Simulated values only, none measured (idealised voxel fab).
Proc. module: voxel air gaps
Cross-section cut spans 290 nm and uses square cells 5 nm in size.
For the purposes of this document, a cross-section shall be understood as a grid of square cells, specified as bands listed in top-to-bottom order, each band consisting of one or more rows of cells. Each band's line starts with the height of the band's top and of its bottom, in nm. Then come its materials from left to right, each with its width in nm. One material with "everywhere" fills the band from edge to edge. "empty" is empty space. Heights are reckoned from 0. Under this level, the received wafer is all of one material. The bottommost band is open-ended downward, for example "0 and below". The width entry "30..40" should be interpreted row by row: the top row of cells in the band takes the first number, the bottom row takes the second number, and the change between adjacent rows is uniform throughout. You'll sometimes find "remained unchanged" written for a step, and that's the way of saying that nowhere in the cross-section did a cell change during that step. Entry "Closed-off voids" = empty spaces >= 8 cells with no open way to the top; each as width x height at distance, distance from left edge, all nm. Heads up: the bit after the settings on a step's line is the simulator's remark on that step. On any step carrying a mask, the "overlay nm" setting, if present on the step's line, tells how far right of its planned place the mask lay; negative values point to the left.

Planned step list for the process
1,RECEIVE (material Si)
2,CONFORMAL_DEP (material SiO2; thk nm 15)
3,CONFORMAL_DEP (material SiN; thk nm 5)
4,DIRECTIONAL_DEP (material lowk; thk nm 35)
5,MASKED_ETCH (tone open; mask id LINES; width nm 20; pitch nm 50; etch materials lowk; depth nm 35; overlay nm 0)
6,CONFORMAL_DEP (material TiN; thk nm 5)
7,FILL_DEP (material Cu; thk nm 10)
8,CMP (height nm 55)
9,EPI (material Ru; thk nm 10)
10,SELECTIVE_ETCH (etch materials lowk; depth nm 45)
11,CONFORMAL_DEP (material SiCN; thk nm 5)

Cross-section of the wafer at receipt, which is the condition after step 1
- 0 and below = Si everywhere
- Closed-off voids: none

A wafer at the end: this start, this plan, one mistake
- 60 down to 55 = SiCN everywhere
- 55 down to 50 = SiN everywhere
- 50 down to 15 = lowk everywhere
- 15 down to 0 = SiO2 everywhere
- 0 and below = Si everywhere
- Closed-off voids: none
Nonconformance to the process plan: steps 3 and 4 of the plan were each performed in the slot designated for the other
